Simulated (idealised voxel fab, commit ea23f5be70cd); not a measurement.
process module | voxel local oxidation
cross-section cut | 280 nm wide | cells 5 nm
A cross-section is a grid of square cells, given in bands from the top down. A band is one or more rows of cells.
Each band's line starts with the height of the band's top and of its bottom, in nm. Then come its materials from left to right, each with its width in nm. One material with "throughout" fills the band from edge to edge. "air" is empty space.
Height 0 is the level under which the wafer as received is all one material. The lowest band goes on downwards, as in "0 down".
A width such as "30 to 40" changes by the same amount from each row of cells to the next, from the band's top row to its bottom row.
"no change" after a step means that no cell of the cross-section changed.
closed voids: empty space of 8 cells or more with no open way to the top, each as width x height at its distance from the left edge, in nm
after a step's settings: what the simulator itself notes on the step
overlay nm, on a step with a mask: how far to the right of its planned place the mask lay; to the left if negative
plan
1 op RECEIVE | material Si
2 op CONFORMAL_DEP | material SiO2 | thk nm 5
3 op CONFORMAL_DEP | material SiN | thk nm 10
4 op DIRECTIONAL_DEP | material aC | thk nm 15
5 op PATTERN | tone cover | mask id ACTIVE | material resist | width nm 90 | thk nm 35 | overlay nm 0
6 op DIRECTIONAL_ETCH | etch materials aC | depth nm 15
7 op STRIP | etch materials resist
8 op DIRECTIONAL_ETCH | etch materials SiN | depth nm 10
9 op STRIP | etch materials aC
10 op SELECTIVE_ETCH | etch materials SiO2 | depth nm 5
11 op OXIDIZE | depth nm 15
12 op STRIP | etch materials SiN
first wafer, as planned
as received, after step 1
  0 down: Si throughout
  closed voids: none
after step 2
  5 to 0: SiO2 throughout
  below 0: unchanged
after step 3
  15 to 5: SiN throughout
  below 5: unchanged
after step 4
  30 to 15: aC throughout
  below 15: unchanged
after step 5
  65 to 30: air 95 | resist 90 | air 95
  below 30: unchanged
after step 6
  50 to 30: air 95 | resist 90 | air 95
  30 to 15: air 95 | aC 90 | air 95
  below 15: unchanged
after step 7
  30 to 15: air 95 | aC 90 | air 95
  below 15: unchanged
after step 8
  30 to 15: air 95 | aC 90 | air 95
  15 to 5: air 95 | SiN 90 | air 95
  below 5: unchanged
after step 9
  15 to 5: air 95 | SiN 90 | air 95
  below 5: unchanged
after step 10
  15 to 5: air 95 | SiN 90 | air 95
  5 to 0: air 100 | SiO2 80 | air 100
  below 0: unchanged
after step 11
  15 to 5: air 95 | SiN 90 | air 95
  5 to 0: air 100 | SiO2 80 | air 100
  0 to -15: SiO2 115 | Si 50 | SiO2 115
  below -15: unchanged
after step 12
  5 to 0: air 100 | SiO2 80 | air 100
  below 0: unchanged
second wafer: like start, like plan, one mistake. Through step 4 it matches the first wafer
when step 5 should have ended
  65 to 30: air 105 | resist 90 | air 85
  below 30: unchanged
when step 6 should have ended
  50 to 30: air 105 | resist 90 | air 85
  30 to 15: air 105 | aC 90 | air 85
  below 15: unchanged
when step 7 should have ended
  30 to 15: air 105 | aC 90 | air 85
  below 15: unchanged
when step 8 should have ended
  30 to 15: air 105 | aC 90 | air 85
  15 to 5: air 105 | SiN 90 | air 85
  below 5: unchanged
when step 9 should have ended
  15 to 5: air 105 | SiN 90 | air 85
  below 5: unchanged
when step 10 should have ended
  15 to 5: air 105 | SiN 90 | air 85
  5 to 0: air 110 | SiO2 80 | air 90
  below 0: unchanged
when step 11 should have ended
  15 to 5: air 105 | SiN 90 | air 85
  5 to 0: air 110 | SiO2 80 | air 90
  0 to -15: SiO2 125 | Si 50 | SiO2 105
  below -15: unchanged
when step 12 should have ended
  5 to 0: air 110 | SiO2 80 | air 90
  below 0: unchanged
what went wrong: step 5 ran as: op PATTERN | tone cover | mask id ACTIVE | material resist | width nm 90 | thk nm 35 | overlay nm 10
at the end the second wafer has, in cells: as many of each material as the first, in other places
